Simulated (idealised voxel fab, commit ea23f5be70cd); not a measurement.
A process module follows: voxel self aligned contacts.
This is section cut - it's 200 nm across, gridded in 5 nm square cells.
In this document a cross-section is written as a grid of square cells. It is given as a series of bands, listed from the top down, and a band is one or more rows of cells. Heads up on the band format: heights come first, top then bottom, in nm. After that it's the materials left to right, each with its width in nm. A single material flagged "everywhere" fills the whole band edge to edge, and "empty" means there's empty space there. Counting heights begins at 0, where everything beneath is, in the wafer as received, one material. The lowest band has no bottom; it goes on downwards, as "0 -> down" shows. The two numbers in a width such as "30..40" mark its ends across the band: the first belongs to the top row of cells, the second to the bottom row, and from each row to the next the width moves by the same amount. You'll sometimes find "nothing altered" written for a step, and that's the way of saying that nowhere in the cross-section did a cell change during that step. Reported under the label "Closed void entries" are the empty spaces having no open way to the top and comprising 8 cells or more; the notation for each is width x height at distance, in which the distance is measured from the left edge and all three values are in nm. That trailing text on a step's line, after the settings, is the simulator's own remark on the step. If you see "overlay nm" on a step's line and that step has a mask, it's telling you how far right of where it was planned the mask ended up; a negative number means it went left instead.
Steps planned for the process:
step 1: RECEIVE (material Si)
step 2: OXIDIZE (depth nm 5)
step 3: DIRECTIONAL_DEP (material polySi; thk nm 20)
step 4: DIRECTIONAL_DEP (material SiN; thk nm 25)
step 5: PATTERN (tone cover; mask id GATE; material resist; width nm 30; pitch nm 70; thk nm 20; overlay nm 0)
step 6: DIRECTIONAL_ETCH (etch materials SiN; depth nm 25)
step 7: DIRECTIONAL_ETCH (etch materials polySi; depth nm 20)
step 8: STRIP (etch materials resist)
step 9: CONFORMAL_DEP (material SiN; thk nm 10)
step 10: DIRECTIONAL_ETCH (etch materials SiN; depth nm 10)
step 11: FILL_DEP (material SiO2; thk nm 15)
step 12: CMP (height nm 50)
step 13: MASKED_ETCH (tone open; mask id CONTACT; width nm 50; pitch nm 70; etch materials SiO2; depth nm 55; overlay nm 0)
step 14: CONFORMAL_DEP (material TiN; thk nm 5)
step 15: FILL_DEP (material W; thk nm 5)
step 16: CMP (height nm 50)
step 17: CONFORMAL_DEP (material SiCN; thk nm 5)
First of two wafers: run as planned:
Step 1 complete: cross-section of the wafer as received:
  0 -> down: Si everywhere
  Closed void entries: none
Cross-section through the wafer, step 2 finished:
  0 -> -5: SiO2 everywhere
  Lower than -5, everything is as it was.
Cross-section through the wafer, step 3 finished:
  20 -> 0: polySi everywhere
  Lower than 0, everything is as it was.
Cross-section through the wafer, step 4 finished:
  45 -> 20: SiN everywhere
  Lower than 20, everything is as it was.
Cross-section through the wafer, step 5 finished:
  65 -> 45: 15 nm empty  30 nm resist  40 nm empty  30 nm resist  40 nm empty  30 nm resist  15 nm empty
  Lower than 45, everything is as it was.
Cross-section through the wafer, step 6 finished:
  65 -> 45: 15 nm empty  30 nm resist  40 nm empty  30 nm resist  40 nm empty  30 nm resist  15 nm empty
  45 -> 20: 15 nm empty  30 nm SiN  40 nm empty  30 nm SiN  40 nm empty  30 nm SiN  15 nm empty
  Lower than 20, everything is as it was.
Cross-section through the wafer, step 7 finished:
  65 -> 45: 15 nm empty  30 nm resist  40 nm empty  30 nm resist  40 nm empty  30 nm resist  15 nm empty
  45 -> 20: 15 nm empty  30 nm SiN  40 nm empty  30 nm SiN  40 nm empty  30 nm SiN  15 nm empty
  20 -> 0: 15 nm empty  30 nm polySi  40 nm empty  30 nm polySi  40 nm empty  30 nm polySi  15 nm empty
  Lower than 0, everything is as it was.
Cross-section through the wafer, step 8 finished:
  45 -> 20: 15 nm empty  30 nm SiN  40 nm empty  30 nm SiN  40 nm empty  30 nm SiN  15 nm empty
  Lower than 20, everything is as it was.
Cross-section through the wafer, step 9 finished:
  55 -> 20: 5 nm empty  50 nm SiN  20 nm empty  50 nm SiN  20 nm empty  50 nm SiN  5 nm empty
  20 -> 10: 5 nm empty  10 nm SiN  30 nm polySi  10 nm SiN  20 nm empty  10 nm SiN  30 nm polySi  10 nm SiN  20 nm empty  10 nm SiN  30 nm polySi  10 nm SiN  5 nm empty
  10 -> 0: 15 nm SiN  30 nm polySi  40 nm SiN  30 nm polySi  40 nm SiN  30 nm polySi  15 nm SiN
  Lower than 0, everything is as it was.
Cross-section through the wafer, step 10 finished:
  45 -> 20: 5 nm empty  50 nm SiN  20 nm empty  50 nm SiN  20 nm empty  50 nm SiN  5 nm empty
  20 -> 0: 5 nm empty  10 nm SiN  30 nm polySi  10 nm SiN  20 nm empty  10 nm SiN  30 nm polySi  10 nm SiN  20 nm empty  10 nm SiN  30 nm polySi  10 nm SiN  5 nm empty
  Lower than 0, everything is as it was.
Cross-section through the wafer, step 11 finished:
  60 -> 45: SiO2 everywhere
  45 -> 20: 5 nm SiO2  50 nm SiN  20 nm SiO2  50 nm SiN  20 nm SiO2  50 nm SiN  5 nm SiO2
  20 -> 0: 5 nm SiO2  10 nm SiN  30 nm polySi  10 nm SiN  20 nm SiO2  10 nm SiN  30 nm polySi  10 nm SiN  20 nm SiO2  10 nm SiN  30 nm polySi  10 nm SiN  5 nm SiO2
  Lower than 0, everything is as it was.
Cross-section through the wafer, step 12 finished:
  50 -> 45: SiO2 everywhere
  Lower than 45, everything is as it was.
Cross-section through the wafer, step 13 finished:
  50 -> 45: 40 nm SiO2  50 nm empty  20 nm SiO2  50 nm empty  40 nm SiO2
  45 -> 20: 5 nm SiO2  50 nm SiN  20 nm empty  50 nm SiN  20 nm empty  50 nm SiN  5 nm SiO2
  20 -> 0: 5 nm SiO2  10 nm SiN  30 nm polySi  10 nm SiN  20 nm empty  10 nm SiN  30 nm polySi  10 nm SiN  20 nm empty  10 nm SiN  30 nm polySi  10 nm SiN  5 nm SiO2
  0 -> -5: 55 nm SiO2  20 nm empty  50 nm SiO2  20 nm empty  55 nm SiO2
  Lower than -5, everything is as it was.
Cross-section through the wafer, step 14 finished:
  55 -> 50: 45 nm TiN  40 nm empty  30 nm TiN  40 nm empty  45 nm TiN
  50 -> 45: 40 nm SiO2  20 nm TiN  10 nm empty  20 nm TiN  20 nm SiO2  20 nm TiN  10 nm empty  20 nm TiN  40 nm SiO2
  45 -> 20: 5 nm SiO2  50 nm SiN  5 nm TiN  10 nm empty  5 nm TiN  50 nm SiN  5 nm TiN  10 nm empty  5 nm TiN  50 nm SiN  5 nm SiO2
  20 -> 0: 5 nm SiO2  10 nm SiN  30 nm polySi  10 nm SiN  5 nm TiN  10 nm empty  5 nm TiN  10 nm SiN  30 nm polySi  10 nm SiN  5 nm TiN  10 nm empty  5 nm TiN  10 nm SiN  30 nm polySi  10 nm SiN  5 nm SiO2
  0 -> -5: 55 nm SiO2  20 nm TiN  50 nm SiO2  20 nm TiN  55 nm SiO2
  Lower than -5, everything is as it was.
Cross-section through the wafer, step 15 finished:
  60 -> 55: W everywhere
  55 -> 50: 45 nm TiN  40 nm W  30 nm TiN  40 nm W  45 nm TiN
  50 -> 45: 40 nm SiO2  20 nm TiN  10 nm W  20 nm TiN  20 nm SiO2  20 nm TiN  10 nm W  20 nm TiN  40 nm SiO2
  45 -> 20: 5 nm SiO2  50 nm SiN  5 nm TiN  10 nm W  5 nm TiN  50 nm SiN  5 nm TiN  10 nm W  5 nm TiN  50 nm SiN  5 nm SiO2
  20 -> 0: 5 nm SiO2  10 nm SiN  30 nm polySi  10 nm SiN  5 nm TiN  10 nm W  5 nm TiN  10 nm SiN  30 nm polySi  10 nm SiN  5 nm TiN  10 nm W  5 nm TiN  10 nm SiN  30 nm polySi  10 nm SiN  5 nm SiO2
  Lower than 0, everything is as it was.
Cross-section through the wafer, step 16 finished:
  50 -> 45: 40 nm SiO2  20 nm TiN  10 nm W  20 nm TiN  20 nm SiO2  20 nm TiN  10 nm W  20 nm TiN  40 nm SiO2
  Lower than 45, everything is as it was.
Cross-section through the wafer, step 17 finished:
  55 -> 50: SiCN everywhere
  Lower than 50, everything is as it was.
The Second Wafer: Common Origin and Plan, One Mistake in Execution, Identical to the First Through Step 12:
Cross-sectional view of the second wafer at the intended end time of process step 13:
  50 -> 45: 40 nm SiO2  55 nm empty  15 nm SiO2  55 nm empty  35 nm SiO2
  45 -> 20: 5 nm SiO2  50 nm SiN  20 nm empty  50 nm SiN  20 nm empty  50 nm SiN  5 nm SiO2
  20 -> 0: 5 nm SiO2  10 nm SiN  30 nm polySi  10 nm SiN  20 nm empty  10 nm SiN  30 nm polySi  10 nm SiN  20 nm empty  10 nm SiN  30 nm polySi  10 nm SiN  5 nm SiO2
  0 -> -5: 55 nm SiO2  20 nm empty  50 nm SiO2  20 nm empty  55 nm SiO2
  Lower than -5, everything is as it was.
Cross-sectional view of the second wafer at the intended end time of process step 14:
  55 -> 50: 45 nm TiN  45 nm empty  25 nm TiN  45 nm empty  40 nm TiN
  50 -> 45: 40 nm SiO2  20 nm TiN  10 nm empty  25 nm TiN  15 nm SiO2  20 nm TiN  10 nm empty  25 nm TiN  35 nm SiO2
  45 -> 20: 5 nm SiO2  50 nm SiN  5 nm TiN  10 nm empty  5 nm TiN  50 nm SiN  5 nm TiN  10 nm empty  5 nm TiN  50 nm SiN  5 nm SiO2
  20 -> 0: 5 nm SiO2  10 nm SiN  30 nm polySi  10 nm SiN  5 nm TiN  10 nm empty  5 nm TiN  10 nm SiN  30 nm polySi  10 nm SiN  5 nm TiN  10 nm empty  5 nm TiN  10 nm SiN  30 nm polySi  10 nm SiN  5 nm SiO2
  0 -> -5: 55 nm SiO2  20 nm TiN  50 nm SiO2  20 nm TiN  55 nm SiO2
  Lower than -5, everything is as it was.
Cross-sectional view of the second wafer at the intended end time of process step 15:
  60 -> 55: W everywhere
  55 -> 50: 45 nm TiN  45 nm W  25 nm TiN  45 nm W  40 nm TiN
  50 -> 45: 40 nm SiO2  20 nm TiN  10 nm W  25 nm TiN  15 nm SiO2  20 nm TiN  10 nm W  25 nm TiN  35 nm SiO2
  45 -> 20: 5 nm SiO2  50 nm SiN  5 nm TiN  10 nm W  5 nm TiN  50 nm SiN  5 nm TiN  10 nm W  5 nm TiN  50 nm SiN  5 nm SiO2
  20 -> 0: 5 nm SiO2  10 nm SiN  30 nm polySi  10 nm SiN  5 nm TiN  10 nm W  5 nm TiN  10 nm SiN  30 nm polySi  10 nm SiN  5 nm TiN  10 nm W  5 nm TiN  10 nm SiN  30 nm polySi  10 nm SiN  5 nm SiO2
  Lower than 0, everything is as it was.
Cross-sectional view of the second wafer at the intended end time of process step 16:
  50 -> 45: 40 nm SiO2  20 nm TiN  10 nm W  25 nm TiN  15 nm SiO2  20 nm TiN  10 nm W  25 nm TiN  35 nm SiO2
  Lower than 45, everything is as it was.
Cross-sectional view of the second wafer at the intended end time of process step 17:
  55 -> 50: SiCN everywhere
  Lower than 50, everything is as it was.
Which mistake was made when the wafer was run? step 13 was processed under conditions differing from the plan, specifically as MASKED_ETCH (tone open; mask id CONTACT; width nm 55; pitch nm 70; etch materials SiO2; depth nm 55; overlay nm 0)
Bottom line after processing is that, in cells, the second wafer is up or down on some materials versus the first: SiO2 -2; TiN +2
